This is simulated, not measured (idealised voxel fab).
Process module under the name voxel tone inversion
We display cut, a cross-section 175 nm in width whose square cells are each 5 nm.
Cross-section layout: square cells on a grid; listed as bands, top to bottom; a band spans one or more cell rows. Each band's line starts with the height of the band's top and of its bottom, in nm. Then come its materials from left to right, each with its width in nm. One material with "throughout" fills the band from edge to edge. "air" is empty space. Note: height 0 marks the level under which the wafer is uniformly one material as received. Lowest band unbounded below, written "0..down". The notation "30..40" denotes a width that varies across the rows of cells in the band, beginning at the first number in the top row, finishing at the second number in the bottom row, and changing by an identical amount from each row to the next. When a step is marked "stayed the same", none of the cells in the cross-section changed during that step. Look at "Fully sealed cavities" for the closed voids: empty spaces with no open path to the top, sized 8 cells or up. Each is width x height at distance, distance from the left edge, all nm. Whatever follows a step's settings on its line is a remark the simulator itself makes about that step. What "overlay nm" on a step's line means: if the step has a mask, that mask lay this far to the right of its planned place, or, when the value is negative, to the left.

THE PLANNED PROCESS STEPS ARE ENUMERATED HEREUNDER
| 1 | RECEIVE, material Si |
| 2 | CONFORMAL_DEP, material SiCN, thk nm 5 |
| 3 | DIRECTIONAL_DEP, material aC, thk nm 25 |
| 4 | PATTERN, tone cover, mask id POSTS, material resist, width nm 25, pitch nm 55, thk nm 35, overlay nm 0 |
| 5 | DIRECTIONAL_ETCH, etch materials aC, depth nm 25 |
| 6 | STRIP, etch materials resist |
| 7 | FILL_DEP, material SiO2, thk nm 5 |
| 8 | CMP, height nm 30 |
| 9 | STRIP, etch materials aC |

CROSS-SECTION OF THE WAFER UPON ARRIVAL, REPRESENTING THE STATE REACHED AFTER STEP 1
	0..down  Si throughout
	Fully sealed cavities: none

CROSS-SECTION AT MODULE END, ONE RUN ERROR; START AND PLAN UNCHANGED FROM ABOVE
	20..5  20 nm SiO2, then 25 nm air, then 30 nm SiO2, then 25 nm air, then 30 nm SiO2, then 25 nm air, then 20 nm SiO2
	5..0  SiCN throughout
	0..down  Si throughout
	Fully sealed cavities: none
Finding, execution versus plan: the process deviated at step 8: the operation and settings actually run there were CMP, height nm 20
